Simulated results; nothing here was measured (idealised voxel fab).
The process module presented herein is designated voxel gate over fins.
cross-section cut | 210 nm wide | cells 5 nm
Format of a cross-section: grid, square cells. Given as bands. Order: top down. Band: one or more rows of cells.
Heads up on the band format: heights come first, top then bottom, in nm. After that it's the materials left to right, each with its width in nm. A single material flagged "throughout" fills the whole band edge to edge, and "empty" means there's empty space there.
Counting heights begins at 0, where everything beneath is, in the wafer as received, one material. The lowest band has no bottom; it goes on downwards, as "0 -> down" shows.
The two numbers in a width such as "30..40" mark its ends across the band: the first belongs to the top row of cells, the second to the bottom row, and from each row to the next the width moves by the same amount.
What does "changes: none" mean for a step? It means no cell of the cross-section changed in that step.
"Enclosed internal cavities" means: voids of 8 cells or more that are shut off from the top with no open way through. Written width x height at distance, distance from the left edge, in nm.
Note: text after step settings on the step line = simulator remark on that step.
The line of a step may include "overlay nm". On a step with a mask, this value is how far to the right of its planned place the mask lay. A negative value means the mask lay to the left.

# Process steps (planned)
1. op RECEIVE | material Si
2. op CONFORMAL_DEP | material SiN | thk nm 5
3. op DIRECTIONAL_DEP | material aC | thk nm 10
4. op PATTERN | tone cover | mask id FINS | material resist | width nm 15 | pitch nm 40 | thk nm 30 | overlay nm 0
5. op DIRECTIONAL_ETCH | etch materials aC | depth nm 10
6. op STRIP | etch materials resist
7. op DIRECTIONAL_ETCH | etch materials SiN | depth nm 5
8. op DIRECTIONAL_ETCH | etch materials Si | depth nm 40
9. op STRIP | etch materials aC
10. op OXIDIZE | depth nm 5
11. op FILL_DEP | material SiO2 | thk nm 10
12. op CMP | height nm 5
13. op SELECTIVE_ETCH | etch materials SiO2 | depth nm 20
14. op STRIP | etch materials SiN
15. op CONFORMAL_DEP | material HfO2 | thk nm 5
16. op CONFORMAL_DEP | material TiN | thk nm 5
17. op CONFORMAL_DEP | material TiAl | thk nm 5
18. op CONFORMAL_DEP | material TiN | thk nm 5
19. op FILL_DEP | material W | thk nm 10
20. op CMP | height nm 25
21. op CONFORMAL_DEP | material SiN | thk nm 10

# Cross-section: wafer on arrival = after step 1
* 0 -> down = Si throughout
* Enclosed internal cavities: none

# First wafer of two, sectioned at end of module; run went per plan
* 35 -> 25 = SiN throughout
* 25 -> 20 = W throughout
* 20 -> 15 = 60 nm W  85 nm TiN  65 nm W
* 15 -> 10 = 60 nm W  5 nm TiN  35 nm TiAl  5 nm TiN  35 nm TiAl  5 nm TiN  65 nm W
* 10 -> 5 = 60 nm W  5 nm TiN  5 nm TiAl  25 nm TiN  5 nm TiAl  5 nm TiN  5 nm TiAl  25 nm TiN  5 nm TiAl  5 nm TiN  65 nm W
* 5 -> 0 = 65 nm TiN  5 nm TiAl  5 nm TiN  15 nm HfO2  5 nm TiN  5 nm TiAl  5 nm TiN  5 nm TiAl  5 nm TiN  15 nm HfO2  5 nm TiN  5 nm TiAl  70 nm TiN
* 0 -> -5 = 70 nm TiAl  5 nm TiN  5 nm HfO2  5 nm Si  5 nm HfO2  5 nm TiN  15 nm TiAl  5 nm TiN  5 nm HfO2  5 nm Si  5 nm HfO2  5 nm TiN  75 nm TiAl
* -5 -> -10 = 75 nm TiN  5 nm HfO2  5 nm Si  5 nm HfO2  25 nm TiN  5 nm HfO2  5 nm Si  5 nm HfO2  80 nm TiN
* -10 -> -15 = 80 nm HfO2  5 nm Si  35 nm HfO2  5 nm Si  85 nm HfO2
* -15 -> -45 = 80 nm SiO2  5 nm Si  35 nm SiO2  5 nm Si  85 nm SiO2
* -45 -> down = Si throughout
* Enclosed internal cavities: none

# Cross-section of the latter of the two wafers at module completion. It had an identical start and an identical plan to the former; in running it, one mistake was made
* 35 -> 25 = SiN throughout
* 25 -> 20 = W throughout
* 20 -> 15 = 55 nm W  95 nm TiN  60 nm W
* 15 -> 10 = 55 nm W  5 nm TiN  85 nm TiAl  5 nm TiN  60 nm W
* 10 -> 5 = 55 nm W  5 nm TiN  5 nm TiAl  35 nm TiN  5 nm TiAl  35 nm TiN  5 nm TiAl  5 nm TiN  60 nm W
* 5 -> 0 = 60 nm TiN  5 nm TiAl  5 nm TiN  25 nm HfO2  5 nm TiN  5 nm TiAl  5 nm TiN  25 nm HfO2  5 nm TiN  5 nm TiAl  65 nm TiN
* 0 -> -5 = 65 nm TiAl  5 nm TiN  5 nm HfO2  15 nm Si  5 nm HfO2  5 nm TiN  5 nm TiAl  5 nm TiN  5 nm HfO2  15 nm Si  5 nm HfO2  5 nm TiN  70 nm TiAl
* -5 -> -10 = 70 nm TiN  5 nm HfO2  15 nm Si  5 nm HfO2  15 nm TiN  5 nm HfO2  15 nm Si  5 nm HfO2  75 nm TiN
* -10 -> -15 = 75 nm HfO2  15 nm Si  25 nm HfO2  15 nm Si  80 nm HfO2
* -15 -> -45 = 75 nm SiO2  15 nm Si  25 nm SiO2  15 nm Si  80 nm SiO2
* -45 -> down = Si throughout
* Enclosed internal cavities: none
The plan and the run diverged here: planned and actual differ for step 4; actual: op PATTERN | tone cover | mask id FINS | material resist | width nm 25 | pitch nm 40 | thk nm 30 | overlay nm 0
Final wafer comparison in cells, second versus first, more or fewer per material: Si +36, SiO2 -24, TiAl -3, TiN -3, W -6
